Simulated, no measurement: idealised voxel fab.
Name of the process module below: voxel self aligned contacts
Section shown: cut. Width: 250 nm. Cell size: 5 nm, square.
Cross-section spec: square-cell grid; bands listed top down; each band is one or more rows. The entry gives the band's vertical extent as a top height and a bottom height in nm, then its horizontal make-up as materials from left to right, each with a width in nm. "air" stands for empty space; a single material marked "edge to edge" fills the band edge to edge. Where do heights start? At 0: under that level the wafer as delivered is made of one material only. And the lowest band has no floor; it just carries on downward, as in "from 0 down". When a width is written as two numbers, as in "30..40", the first number is the width in the top row of cells of the band and the second is the width in its bottom row, and the width changes by the same amount from each row to the next. "nothing changed" for a step: no cell of the cross-section changed in that step. Look at "Unvented voids" for the closed voids: empty spaces with no open path to the top, sized 8 cells or up. Each is width x height at distance, distance from the left edge, all nm. Step line, after settings: the simulator's comment on this step. Among the settings permitted on a step's line is "overlay nm"; applied to a step with a mask, it specifies the extent to which the mask lay to the right of its planned position, whereas a negative figure signifies a position to the left.

-- Process steps foreseen in the plan
1) RECEIVE [material Si]
2) OXIDIZE [depth nm 5]
3) DIRECTIONAL_DEP [material polySi] [thk nm 20]
4) DIRECTIONAL_DEP [material SiN] [thk nm 20]
5) MASKED_ETCH [tone cover] [mask id GATE] [width nm 35] [pitch nm 60] [etch materials SiN] [depth nm 20] [overlay nm 0]
6) MASKED_ETCH [tone cover] [mask id GATE] [width nm 35] [pitch nm 60] [etch materials polySi] [depth nm 20] [overlay nm 0]
7) CONFORMAL_DEP [material SiN] [thk nm 5]
8) DIRECTIONAL_ETCH [etch materials SiN] [depth nm 5]
9) FILL_DEP [material SiO2] [thk nm 20]
10) CMP [height nm 50]
11) PATTERN [tone open] [mask id CONTACT] [material resist] [width nm 45] [thk nm 15] [overlay nm 0]
12) DIRECTIONAL_ETCH [etch materials SiO2] [depth nm 55]
13) STRIP [etch materials resist]
14) CONFORMAL_DEP [material TiN] [thk nm 5]
15) FILL_DEP [material Ru] [thk nm 5]
16) CMP [height nm 50]
17) CONFORMAL_DEP [material SiN] [thk nm 5]
The wafers in this document start out alike and differ in the thk nm applied at step 14; the plan shows the value used for the first wafer.

-- The first of several wafers, as received after step 1, seen in section
  from 0 down: Si edge to edge
  Unvented voids: none

-- The table below has one row for each wafer; a row shows, as of the end of the module, how many cells of each material the wafer has gained, marked (+), or lost, marked (-), since it was received, and then the wafer's closed voids
thk nm 5; +16 Ru; -50 Si; +138 SiN; +361 SiO2; +29 TiN; +56 polySi; Unvented voids: none
thk nm 10; -50 Si; +138 SiN; +361 SiO2; +45 TiN; +56 polySi; Unvented voids: none
thk nm 15; -50 Si; +138 SiN; +361 SiO2; +45 TiN; +56 polySi; Unvented voids: none
thk nm 20; -50 Si; +138 SiN; +361 SiO2; +45 TiN; +56 polySi; Unvented voids: none
